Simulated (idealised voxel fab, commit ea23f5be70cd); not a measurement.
The following process module bears the name voxel transistor to metal.
cross-section cut | 275 nm wide | cells 5 nm
This document writes a cross-section as a grid whose cells are square, and gives it as bands, listed from the top down; one or more rows of cells form a band.
Within each band entry, the heights of the top and of the bottom of the band appear first, in that order and in nm; the materials of the band then follow from left to right, each with its corresponding width in nm. The designation "all across" on a single material indicates that it fills the band from edge to edge; the designation "empty" indicates empty space.
Height is counted from the level 0, under which the received wafer is composed throughout of one material. The lowest of the bands is not closed at the bottom but continues downward, in the notation "0 and below".
A width given as "30..40" starts at the first number in the band's top row and ends at the second number in its bottom row, shifting by an equal amount at every step from row to row.
Given "no change occurred" for a step, no cell of the cross-section differs between before and after that step.
So "Fully sealed cavities" is basically the list of trapped voids: any empty space of 8 cells or more that can't reach the top through an opening. They're written width x height at distance, the distance being from the left edge, and it's all nm.
Read whatever lies past the settings on a step's line as the simulator's own remark about the step.
"overlay nm", when on a step's line for a step with a mask, measures how far to the right of its planned place the mask lay; a negative measure means to the left.
These are the steps we planned for the process:
1,RECEIVE | material Si
2,CONFORMAL_DEP | material SiO2 | thk nm 5
3,CONFORMAL_DEP | material SiN | thk nm 10
4,DIRECTIONAL_DEP | material aC | thk nm 15
5,PATTERN | tone cover | mask id ACTIVE | material resist | width nm 85 | pitch nm 110 | thk nm 35 | overlay nm 0
6,DIRECTIONAL_ETCH | etch materials aC | depth nm 15
7,STRIP | etch materials resist
8,DIRECTIONAL_ETCH | etch materials SiN | depth nm 10
9,DIRECTIONAL_ETCH | etch materials SiO2 | depth nm 5
10,DIRECTIONAL_ETCH | etch materials Si | depth nm 25
11,STRIP | etch materials aC
12,FILL_DEP | material SiO2 | thk nm 5
13,CMP | height nm 15
14,SELECTIVE_ETCH | etch materials SiO2 | depth nm 5
15,STRIP | etch materials SiN
16,SELECTIVE_ETCH | etch materials SiO2 | depth nm 5
17,OXIDIZE | depth nm 5
18,DIRECTIONAL_DEP | material polySi | thk nm 30
19,DIRECTIONAL_DEP | material SiCN | thk nm 10
20,MASKED_ETCH | tone cover | mask id GATE | width nm 15 | pitch nm 110 | etch materials SiCN | depth nm 20 | overlay nm 0
21,MASKED_ETCH | tone cover | mask id GATE | width nm 15 | pitch nm 110 | etch materials polySi | depth nm 40 | overlay nm 0
22,CONFORMAL_DEP | material SiN | thk nm 10
23,DIRECTIONAL_ETCH | etch materials SiN | depth nm 10
24,DIRECTIONAL_ETCH | etch materials SiO2 | depth nm 5
25,DIRECTIONAL_ETCH | etch materials Si | depth nm 15
26,EPI | material nSi | thk nm 20
27,FILL_DEP | material SiO2 | thk nm 10
28,CMP | height nm 40
29,DIRECTIONAL_DEP | material SiO2 | thk nm 15
30,PATTERN | tone open | mask id CONTACT | material resist | width nm 25 | thk nm 20 | overlay nm 0
31,DIRECTIONAL_ETCH | etch materials SiO2 | depth nm 40
32,STRIP | etch materials resist
33,CONFORMAL_DEP | material TiN | thk nm 5
34,FILL_DEP | material W | thk nm 5
35,CMP | height nm 55
36,DIRECTIONAL_DEP | material TiN | thk nm 5
37,DIRECTIONAL_DEP | material Ru | thk nm 25
38,MASKED_ETCH | tone cover | mask id METAL_1 | width nm 15 | etch materials Ru | depth nm 25 | overlay nm 0
39,MASKED_ETCH | tone cover | mask id METAL_1 | width nm 15 | etch materials TiN | depth nm 5 | overlay nm 0
40,CONFORMAL_DEP | material SiCN | thk nm 5
41,FILL_DEP | material SiO2 | thk nm 5
42,CMP | height nm 85
43,CONFORMAL_DEP | material SiCN | thk nm 5
44,DIRECTIONAL_DEP | material SiO2 | thk nm 30
45,DIRECTIONAL_DEP | material aC | thk nm 15
46,PATTERN | tone open | mask id METAL_2 | material resist | width nm 15 | pitch nm 110 | thk nm 30 | overlay nm 0
47,DIRECTIONAL_ETCH | etch materials aC | depth nm 15
48,STRIP | etch materials resist
49,DIRECTIONAL_ETCH | etch materials SiO2 | depth nm 15
50,STRIP | etch materials aC
51,DIRECTIONAL_DEP | material aC | thk nm 15
52,PATTERN | tone open | mask id METAL_2_HOLES | material resist | width nm 15 | pitch nm 110 | thk nm 35 | overlay nm 0
53,DIRECTIONAL_ETCH | etch materials aC | depth nm 15
54,STRIP | etch materials resist
55,DIRECTIONAL_ETCH | etch materials SiO2 | depth nm 15
56,DIRECTIONAL_ETCH | etch materials SiCN | depth nm 5
57,STRIP | etch materials aC
58,CONFORMAL_DEP | material TiN | thk nm 5
59,FILL_DEP | material Ru | thk nm 5
60,CMP | height nm 120
61,CONFORMAL_DEP | material SiCN | thk nm 5
Incoming wafer, cross-sectional view, post step 1:
> 0 and below: Si all across
> Fully sealed cavities: none
First of two wafers at the end of the module, shown in cross-section; run carried out as planned:
> 125 down to 120: SiCN all across
> 120 down to 90: SiO2: 45 | TiN: 5 | Ru: 5 | TiN: 5 | SiO2: 95 | TiN: 5 | Ru: 5 | TiN: 5 | SiO2: 105
> 90 down to 85: SiCN: 45 | TiN: 15 | SiCN: 95 | TiN: 15 | SiCN: 105
> 85 down to 60: SiO2: 40 | SiCN: 5 | Ru: 15 | SiCN: 5 | SiO2: 35 | SiCN: 5 | Ru: 15 | SiCN: 5 | SiO2: 25 | SiCN: 5 | Ru: 15 | SiCN: 5 | SiO2: 35 | SiCN: 5 | Ru: 15 | SiCN: 5 | SiO2: 40
> 60 down to 55: SiCN: 45 | TiN: 15 | SiCN: 45 | TiN: 15 | SiCN: 35 | TiN: 15 | SiCN: 45 | TiN: 15 | SiCN: 45
> 55 down to 45: SiO2: 45 | TiN: 5 | W: 15 | TiN: 5 | SiO2: 25 | TiN: 5 | W: 15 | TiN: 5 | SiO2: 35 | TiN: 5 | W: 15 | TiN: 5 | SiO2: 25 | TiN: 5 | W: 15 | TiN: 5 | SiO2: 45
> 45 down to 40: SiO2: 45 | TiN: 5 | W: 10 | TiN: 10 | SiO2: 25 | TiN: 10 | W: 10 | TiN: 5 | SiO2: 35 | TiN: 5 | W: 10 | TiN: 10 | SiO2: 25 | TiN: 10 | W: 10 | TiN: 5 | SiO2: 45
> 40 down to 30: SiO2: 45 | TiN: 5 | W: 10 | TiN: 5 | SiN: 10 | SiCN: 15 | SiN: 10 | TiN: 5 | W: 10 | TiN: 5 | SiO2: 35 | TiN: 5 | W: 10 | TiN: 5 | SiN: 10 | SiCN: 15 | SiN: 10 | TiN: 5 | W: 10 | TiN: 5 | SiO2: 45
> 30 down to 20: SiO2: 45 | TiN: 5 | W: 10 | TiN: 5 | SiN: 10 | polySi: 15 | SiN: 10 | TiN: 5 | W: 10 | TiN: 5 | SiO2: 35 | TiN: 5 | W: 10 | TiN: 5 | SiN: 10 | polySi: 15 | SiN: 10 | TiN: 5 | W: 10 | TiN: 5 | SiO2: 45
> 20 down to 15: SiO2: 45 | TiN: 20 | SiN: 10 | polySi: 15 | SiN: 10 | TiN: 20 | SiO2: 35 | TiN: 20 | SiN: 10 | polySi: 15 | SiN: 10 | TiN: 20 | SiO2: 45
> 15 down to 5: SiO2: 35 | nSi: 30 | SiN: 10 | polySi: 15 | SiN: 10 | nSi: 30 | SiO2: 15 | nSi: 30 | SiN: 10 | polySi: 15 | SiN: 10 | nSi: 30 | SiO2: 35
> 5 down to 0: SiO2: 35 | SiN: 10 | nSi: 20 | SiN: 10 | polySi: 15 | SiN: 10 | nSi: 20 | SiN: 10 | SiO2: 15 | SiN: 10 | nSi: 20 | SiN: 10 | polySi: 15 | SiN: 10 | nSi: 20 | SiN: 10 | SiO2: 35
> 0 down to -5: SiO2: 45 | nSi: 20 | SiO2: 35 | nSi: 20 | SiO2: 35 | nSi: 20 | SiO2: 35 | nSi: 20 | SiO2: 45
> -5 down to -20: SiO2: 40 | Si: 5 | nSi: 20 | Si: 35 | nSi: 20 | Si: 5 | SiO2: 25 | Si: 5 | nSi: 20 | Si: 35 | nSi: 20 | Si: 5 | SiO2: 40
> -20 down to -25: SiO2: 40 | Si: 85 | SiO2: 25 | Si: 85 | SiO2: 40
> -25 and below: Si all across
> Fully sealed cavities: none
Now the second wafer, cross-sectioned at the end of the module. Nothing different at the start, nothing different in the plan compared with the first, just one mistake when it was actually run:
> 125 down to 120: SiCN all across
> 120 down to 115: Ru all across
> 115 down to 110: TiN: 50 | Ru: 5 | TiN: 105 | Ru: 5 | TiN: 110
> 110 down to 80: SiO2: 45 | TiN: 5 | Ru: 5 | TiN: 5 | SiO2: 95 | TiN: 5 | Ru: 5 | TiN: 5 | SiO2: 105
> 80 down to 75: SiCN: 45 | TiN: 15 | SiCN: 95 | TiN: 15 | SiCN: 105
> 75 down to 60: SiO2: 40 | SiCN: 5 | Ru: 15 | SiCN: 5 | SiO2: 35 | SiCN: 5 | Ru: 15 | SiCN: 5 | SiO2: 25 | SiCN: 5 | Ru: 15 | SiCN: 5 | SiO2: 35 | SiCN: 5 | Ru: 15 | SiCN: 5 | SiO2: 40
> 60 down to 55: SiCN: 45 | TiN: 15 | SiCN: 45 | TiN: 15 | SiCN: 35 | TiN: 15 | SiCN: 45 | TiN: 15 | SiCN: 45
> 55 down to 45: SiO2: 45 | TiN: 5 | W: 15 | TiN: 5 | SiO2: 25 | TiN: 5 | W: 15 | TiN: 5 | SiO2: 35 | TiN: 5 | W: 15 | TiN: 5 | SiO2: 25 | TiN: 5 | W: 15 | TiN: 5 | SiO2: 45
> 45 down to 40: SiO2: 45 | TiN: 5 | W: 10 | TiN: 10 | SiO2: 25 | TiN: 10 | W: 10 | TiN: 5 | SiO2: 35 | TiN: 5 | W: 10 | TiN: 10 | SiO2: 25 | TiN: 10 | W: 10 | TiN: 5 | SiO2: 45
> 40 down to 30: SiO2: 45 | TiN: 5 | W: 10 | TiN: 5 | SiN: 10 | SiCN: 15 | SiN: 10 | TiN: 5 | W: 10 | TiN: 5 | SiO2: 35 | TiN: 5 | W: 10 | TiN: 5 | SiN: 10 | SiCN: 15 | SiN: 10 | TiN: 5 | W: 10 | TiN: 5 | SiO2: 45
> 30 down to 20: SiO2: 45 | TiN: 5 | W: 10 | TiN: 5 | SiN: 10 | polySi: 15 | SiN: 10 | TiN: 5 | W: 10 | TiN: 5 | SiO2: 35 | TiN: 5 | W: 10 | TiN: 5 | SiN: 10 | polySi: 15 | SiN: 10 | TiN: 5 | W: 10 | TiN: 5 | SiO2: 45
> 20 down to 15: SiO2: 45 | TiN: 20 | SiN: 10 | polySi: 15 | SiN: 10 | TiN: 20 | SiO2: 35 | TiN: 20 | SiN: 10 | polySi: 15 | SiN: 10 | TiN: 20 | SiO2: 45
> 15 down to 5: SiO2: 35 | nSi: 30 | SiN: 10 | polySi: 15 | SiN: 10 | nSi: 30 | SiO2: 15 | nSi: 30 | SiN: 10 | polySi: 15 | SiN: 10 | nSi: 30 | SiO2: 35
> 5 down to 0: SiO2: 35 | SiN: 10 | nSi: 20 | SiN: 10 | polySi: 15 | SiN: 10 | nSi: 20 | SiN: 10 | SiO2: 15 | SiN: 10 | nSi: 20 | SiN: 10 | polySi: 15 | SiN: 10 | nSi: 20 | SiN: 10 | SiO2: 35
> 0 down to -5: SiO2: 45 | nSi: 20 | SiO2: 35 | nSi: 20 | SiO2: 35 | nSi: 20 | SiO2: 35 | nSi: 20 | SiO2: 45
> -5 down to -20: SiO2: 40 | Si: 5 | nSi: 20 | Si: 35 | nSi: 20 | Si: 5 | SiO2: 25 | Si: 5 | nSi: 20 | Si: 35 | nSi: 20 | Si: 5 | SiO2: 40
> -20 down to -25: SiO2: 40 | Si: 85 | SiO2: 25 | Si: 85 | SiO2: 40
> -25 and below: Si all across
> Fully sealed cavities: none
Plan not followed: step 42 deviated from plan and actually ran as CMP | height nm 75
Final comparison by cell count, materials where the second wafer has more or fewer than the first: 33 more of Ru | 16 fewer of SiCN | 70 fewer of SiO2 | 53 more of TiN
